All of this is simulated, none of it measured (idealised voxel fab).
The following process module bears the name voxel transistor to metal.
Square cells of 5 nm make up the cross-section cut, whose width is 145 nm.
Reading order for cross-sections: top band down to bottom band. Underlying form: a grid of square cells. Band size: one or more rows of cells. Each band's line starts with the height of the band's top and of its bottom, in nm. Then come its materials from left to right, each with its width in nm. One material with "full width" fills the band from edge to edge. "air" is empty space. Ref level 0: as-received wafer is one material below here. Bottom band extends down with no lower bound ("z 0 and below"). When a width is written as two numbers, as in "30..40", the first number is the width in the top row of cells of the band and the second is the width in its bottom row, and the width changes by the same amount from each row to the next. Step marked "everything unchanged"? Then no cell in the cross-section changed in it. Closed void register: empty space of 8 cells or more with no open way to the top, each as width x height at its distance from the left edge, in nm. Anything after a step's settings on that line? It's the simulator's own note about the step. A step's line can hold "overlay nm"; with a mask on that step, the setting says how far right of the planned place the mask lay, while a negative setting says it lay to the left.

The following list gives the planned process steps:
1,RECEIVE with material Si
2,CONFORMAL_DEP with material SiO2, thk nm 5
3,CONFORMAL_DEP with material SiN, thk nm 10
4,MASKED_ETCH with tone cover, mask id ACTIVE, width nm 95, etch materials SiN, depth nm 10, overlay nm 0
5,MASKED_ETCH with tone cover, mask id ACTIVE, width nm 95, etch materials SiO2, depth nm 5, overlay nm 0
6,MASKED_ETCH with tone cover, mask id ACTIVE, width nm 95, etch materials Si, depth nm 35, overlay nm 0
7,OXIDIZE with depth nm 5
8,FILL_DEP with material SiO2, thk nm 15
9,CMP with height nm 15
10,SELECTIVE_ETCH with etch materials SiO2, depth nm 10
11,STRIP with etch materials SiN
12,SELECTIVE_ETCH with etch materials SiO2, depth nm 5
13,OXIDIZE with depth nm 5
14,DIRECTIONAL_DEP with material polySi, thk nm 30
15,DIRECTIONAL_DEP with material SiCN, thk nm 10
16,MASKED_ETCH with tone cover, mask id GATE, width nm 25, etch materials SiCN, depth nm 20, overlay nm 0
17,MASKED_ETCH with tone cover, mask id GATE, width nm 25, etch materials polySi, depth nm 40, overlay nm 0
18,CONFORMAL_DEP with material SiN, thk nm 5
19,DIRECTIONAL_ETCH with etch materials SiN, depth nm 5
20,DIRECTIONAL_ETCH with etch materials SiO2, depth nm 5
21,EPI with material SiGe, thk nm 5
22,FILL_DEP with material SiO2, thk nm 5
23,CMP with height nm 40
24,DIRECTIONAL_DEP with material SiO2, thk nm 10
25,PATTERN with tone open, mask id CONTACT, material resist, width nm 15, pitch nm 70, thk nm 20, overlay nm 0
26,DIRECTIONAL_ETCH with etch materials SiO2, depth nm 50
27,STRIP with etch materials resist
28,CONFORMAL_DEP with material TiN, thk nm 5
29,FILL_DEP with material W, thk nm 10
30,CMP with height nm 50
31,CONFORMAL_DEP with material SiCN, thk nm 5
32,DIRECTIONAL_DEP with material lowk, thk nm 25
33,DIRECTIONAL_DEP with material aC, thk nm 15
34,PATTERN with tone open, mask id METAL_1, material resist, width nm 15, pitch nm 70, thk nm 30, overlay nm 0
35,DIRECTIONAL_ETCH with etch materials aC, depth nm 15
36,STRIP with etch materials resist
37,DIRECTIONAL_ETCH with etch materials lowk, depth nm 25
38,DIRECTIONAL_ETCH with etch materials SiCN, depth nm 5
39,STRIP with etch materials aC
40,CONFORMAL_DEP with material TiN, thk nm 5
41,FILL_DEP with material Ru, thk nm 10
42,CMP with height nm 80
43,CONFORMAL_DEP with material SiCN, thk nm 5
44,DIRECTIONAL_DEP with material lowk, thk nm 35
45,PATTERN with tone open, mask id METAL_2, material resist, width nm 15, pitch nm 70, thk nm 15, overlay nm 0
46,DIRECTIONAL_ETCH with etch materials lowk, depth nm 20
47,STRIP with etch materials resist
48,MASKED_ETCH with tone open, mask id METAL_2_HOLES, width nm 15, pitch nm 70, etch materials lowk, depth nm 15, overlay nm 0
49,MASKED_ETCH with tone open, mask id METAL_2_HOLES, width nm 15, pitch nm 70, etch materials SiCN, depth nm 5, overlay nm 0
50,CONFORMAL_DEP with material TiN, thk nm 5
51,FILL_DEP with material Ru, thk nm 10
52,CMP with height nm 120
53,CONFORMAL_DEP with material SiN, thk nm 5

Wafer cross-section on receipt, i.e. after step 1:
* z 0 and below  Si full width
* Closed void register: none

Looking at the first of two wafers in cross-section at end of module - ran to plan:
* z 125 to 120  SiN full width
* z 120 to 85  lowk: 30 / TiN: 5 / Ru: 5 / TiN: 5 / lowk: 55 / TiN: 5 / Ru: 5 / TiN: 5 / lowk: 30
* z 85 to 80  SiCN: 30 / TiN: 15 / SiCN: 55 / TiN: 15 / SiCN: 30
* z 80 to 55  lowk: 30 / TiN: 5 / Ru: 5 / TiN: 5 / lowk: 55 / TiN: 5 / Ru: 5 / TiN: 5 / lowk: 30
* z 55 to 50  SiCN: 30 / TiN: 15 / SiCN: 55 / TiN: 15 / SiCN: 30
* z 50 to 40  SiO2: 30 / TiN: 5 / W: 5 / TiN: 5 / SiO2: 55 / TiN: 5 / W: 5 / TiN: 5 / SiO2: 30
* z 40 to 30  SiO2: 30 / TiN: 5 / W: 5 / TiN: 5 / SiO2: 10 / SiN: 5 / SiCN: 25 / SiN: 5 / SiO2: 10 / TiN: 5 / W: 5 / TiN: 5 / SiO2: 30
* z 30 to 5  SiO2: 30 / TiN: 5 / W: 5 / TiN: 5 / SiO2: 10 / SiN: 5 / polySi: 25 / SiN: 5 / SiO2: 10 / TiN: 5 / W: 5 / TiN: 5 / SiO2: 30
* z 5 to 0  SiO2: 30 / TiN: 15 / SiO2: 10 / SiN: 5 / polySi: 25 / SiN: 5 / SiO2: 10 / TiN: 15 / SiO2: 30
* z 0 to -5  SiO2: 25 / SiGe: 30 / SiO2: 35 / SiGe: 30 / SiO2: 25
* z -5 to -40  SiO2: 30 / Si: 85 / SiO2: 30
* z -40 and below  Si full width
* Closed void register: none

Second wafer at the end: like start, like plan, one mistake:
* z 125 to 120  SiN full width
* z 120 to 100  lowk: 30 / TiN: 5 / Ru: 5 / TiN: 5 / lowk: 55 / TiN: 5 / Ru: 5 / TiN: 5 / lowk: 30
* z 100 to 95  SiCN: 30 / TiN: 15 / SiCN: 55 / TiN: 15 / SiCN: 30
* z 95 to 85  Ru full width
* z 85 to 80  TiN: 35 / Ru: 5 / TiN: 65 / Ru: 5 / TiN: 35
* z 80 to 55  lowk: 30 / TiN: 5 / Ru: 5 / TiN: 5 / lowk: 55 / TiN: 5 / Ru: 5 / TiN: 5 / lowk: 30
* z 55 to 50  SiCN: 30 / TiN: 15 / SiCN: 55 / TiN: 15 / SiCN: 30
* z 50 to 40  SiO2: 30 / TiN: 5 / W: 5 / TiN: 5 / SiO2: 55 / TiN: 5 / W: 5 / TiN: 5 / SiO2: 30
* z 40 to 30  SiO2: 30 / TiN: 5 / W: 5 / TiN: 5 / SiO2: 10 / SiN: 5 / SiCN: 25 / SiN: 5 / SiO2: 10 / TiN: 5 / W: 5 / TiN: 5 / SiO2: 30
* z 30 to 5  SiO2: 30 / TiN: 5 / W: 5 / TiN: 5 / SiO2: 10 / SiN: 5 / polySi: 25 / SiN: 5 / SiO2: 10 / TiN: 5 / W: 5 / TiN: 5 / SiO2: 30
* z 5 to 0  SiO2: 30 / TiN: 15 / SiO2: 10 / SiN: 5 / polySi: 25 / SiN: 5 / SiO2: 10 / TiN: 15 / SiO2: 30
* z 0 to -5  SiO2: 25 / SiGe: 30 / SiO2: 35 / SiGe: 30 / SiO2: 25
* z -5 to -40  SiO2: 30 / Si: 85 / SiO2: 30
* z -40 and below  Si full width
* Closed void register: none
Here's what went sideways: the plan's step 42 was left out and never carried out
Wafer comparison, final, in cells, second relative to first, materials more or fewer: Ru +54; TiN +15; lowk -69
